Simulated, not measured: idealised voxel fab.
You're looking at the process module voxel capacitor over wiring.
FYI the section here is cut, 205 nm wide, cells are 5 nm squares.
When this document writes out a cross-section, it uses a grid of square cells and lists it as bands, beginning at the top and moving down, with a band standing for one or more rows of cells. It is stipulated that each band's entry specify, in nanometres, the height of the top of the band and then that of its bottom, followed by the materials of the band in left-to-right sequence, each together with its width in nanometres. A single material marked by the word "full width" is understood to fill the band from edge to edge; the word "blank" is understood to denote empty space. Note: height 0 marks the level under which the wafer is uniformly one material as received. Lowest band unbounded below, written "top 0, no bottom". Quick explanation for "30..40": the width changes in equal steps down the rows of cells, from the first number in the band's top row to the second number in its bottom row. Step marked "nothing different"? Then no cell in the cross-section changed in it. You'll see "Enclosed void catalog" listing empty spaces that have no way open to the top, as long as they're 8 cells or more; the notation is width x height at distance, where the distance is from the left edge, and all of it is in nm. Formally, on a step line, whatever follows the settings is a remark that the simulator itself makes on the step. The optional step-line setting "overlay nm" applies to steps with a mask and quantifies how far to the right of its planned location the mask lay, a negative value indicating leftward placement.

Process steps (planned):
1: RECEIVE,material Si
2: CONFORMAL_DEP,material SiO2,thk nm 15
3: CONFORMAL_DEP,material SiCN,thk nm 5
4: DIRECTIONAL_DEP,material lowk,thk nm 25
5: MASKED_ETCH,tone open,mask id METAL_1,width nm 25,pitch nm 90,etch materials lowk,depth nm 25,overlay nm 0
6: MASKED_ETCH,tone open,mask id METAL_1,width nm 25,pitch nm 90,etch materials SiCN,depth nm 5,overlay nm 0
7: CONFORMAL_DEP,material TiN,thk nm 5
8: FILL_DEP,material Cu,thk nm 5
9: CMP,height nm 45
10: CONFORMAL_DEP,material SiCN,thk nm 5
11: DIRECTIONAL_DEP,material lowk,thk nm 10
12: DIRECTIONAL_DEP,material aC,thk nm 15
13: PATTERN,tone open,mask id PLUG_1,material resist,width nm 15,thk nm 30,overlay nm 0
14: DIRECTIONAL_ETCH,etch materials aC,depth nm 15
15: STRIP,etch materials resist
16: DIRECTIONAL_ETCH,etch materials lowk,depth nm 10
17: DIRECTIONAL_ETCH,etch materials SiCN,depth nm 5
18: STRIP,etch materials aC
19: EPI,material Ru,thk nm 10
20: EPI,material Ru,thk nm 5
21: DIRECTIONAL_DEP,material TiN,thk nm 5
22: DIRECTIONAL_DEP,material SiN,thk nm 5
23: DIRECTIONAL_DEP,material TiN,thk nm 5
24: PATTERN,tone cover,mask id UPPER_PLATE,material resist,width nm 70,thk nm 15,overlay nm 0
25: DIRECTIONAL_ETCH,etch materials TiN,depth nm 5
26: DIRECTIONAL_ETCH,etch materials SiN,depth nm 5
27: STRIP,etch materials resist
28: DIRECTIONAL_DEP,material aC,thk nm 15
29: PATTERN,tone cover,mask id LOWER_PLATE,material resist,width nm 80,thk nm 35,overlay nm 0
30: DIRECTIONAL_ETCH,etch materials aC,depth nm 15
31: STRIP,etch materials resist
32: DIRECTIONAL_ETCH,etch materials TiN,depth nm 5
33: STRIP,etch materials aC
34: FILL_DEP,material SiO2,thk nm 20
35: CMP,height nm 90
36: DIRECTIONAL_DEP,material aC,thk nm 15
37: PATTERN,tone open,mask id PLUG_2,material resist,width nm 15,thk nm 35,overlay nm 0
38: DIRECTIONAL_ETCH,etch materials aC,depth nm 15
39: STRIP,etch materials resist
40: DIRECTIONAL_ETCH,etch materials SiO2,depth nm 15
41: STRIP,etch materials aC
42: CONFORMAL_DEP,material TiN,thk nm 5
43: FILL_DEP,material Cu,thk nm 10
44: CMP,height nm 90
45: CONFORMAL_DEP,material SiCN,thk nm 5
Every wafer here starts from the same state; it is the step 37 width nm that distinguishes them, and the value the plan gives belongs to the first wafer.

Received condition of the first of several wafers, sectioned: post-step 1:
* top 0, no bottom = Si full width
* Enclosed void catalog: none

First wafer at the end, after step 45:
* top 95, bottom 90 = SiCN full width
* top 90, bottom 80 = SiO2 65; TiN 5; Cu 5; TiN 5; SiO2 125
* top 80, bottom 70 = SiO2 65..55; TiN 15..70; SiO2 125..80
* top 70, bottom 65 = SiO2 55; SiN 70; SiO2 80
* top 65, bottom 60 = SiO2 50; TiN 80; SiO2 75
* top 60, bottom 50 = lowk 55; Ru 15; lowk 135
* top 50, bottom 45 = SiCN 55; Ru 15; SiCN 135
* top 45, bottom 20 = lowk 45; TiN 5; Cu 15; TiN 5; lowk 65; TiN 5; Cu 15; TiN 5; lowk 45
* top 20, bottom 15 = SiCN 45; TiN 25; SiCN 65; TiN 25; SiCN 45
* top 15, bottom 0 = SiO2 full width
* top 0, no bottom = Si full width
* Enclosed void catalog: none

A cross-section through the last wafer at the close of the module:
* top 95, bottom 90 = SiCN full width
* top 90, bottom 80 = SiO2 60; TiN 5; Cu 20; TiN 5; SiO2 115
* top 80, bottom 70 = SiO2 60..55; TiN 30..70; SiO2 115..80
* top 70, bottom 65 = SiO2 55; SiN 70; SiO2 80
* top 65, bottom 60 = SiO2 50; TiN 80; SiO2 75
* top 60, bottom 50 = lowk 55; Ru 15; lowk 135
* top 50, bottom 45 = SiCN 55; Ru 15; SiCN 135
* top 45, bottom 20 = lowk 45; TiN 5; Cu 15; TiN 5; lowk 65; TiN 5; Cu 15; TiN 5; lowk 45
* top 20, bottom 15 = SiCN 45; TiN 25; SiCN 65; TiN 25; SiCN 45
* top 15, bottom 0 = SiO2 full width
* top 0, no bottom = Si full width
* Enclosed void catalog: none

Per wafer, end of module: cells gained (+) or lost (-) per material since receipt, then closed voids:
width nm 15; +32 Cu; +9 Ru; +110 SiCN; +14 SiN; +316 SiO2; +67 TiN; +231 lowk; Enclosed void catalog: none
width nm 20; +34 Cu; +9 Ru; +110 SiCN; +14 SiN; +313 SiO2; +68 TiN; +231 lowk; Enclosed void catalog: none
width nm 25; +36 Cu; +9 Ru; +110 SiCN; +14 SiN; +310 SiO2; +69 TiN; +231 lowk; Enclosed void catalog: none
width nm 30; +38 Cu; +9 Ru; +110 SiCN; +14 SiN; +307 SiO2; +70 TiN; +231 lowk; Enclosed void catalog: none
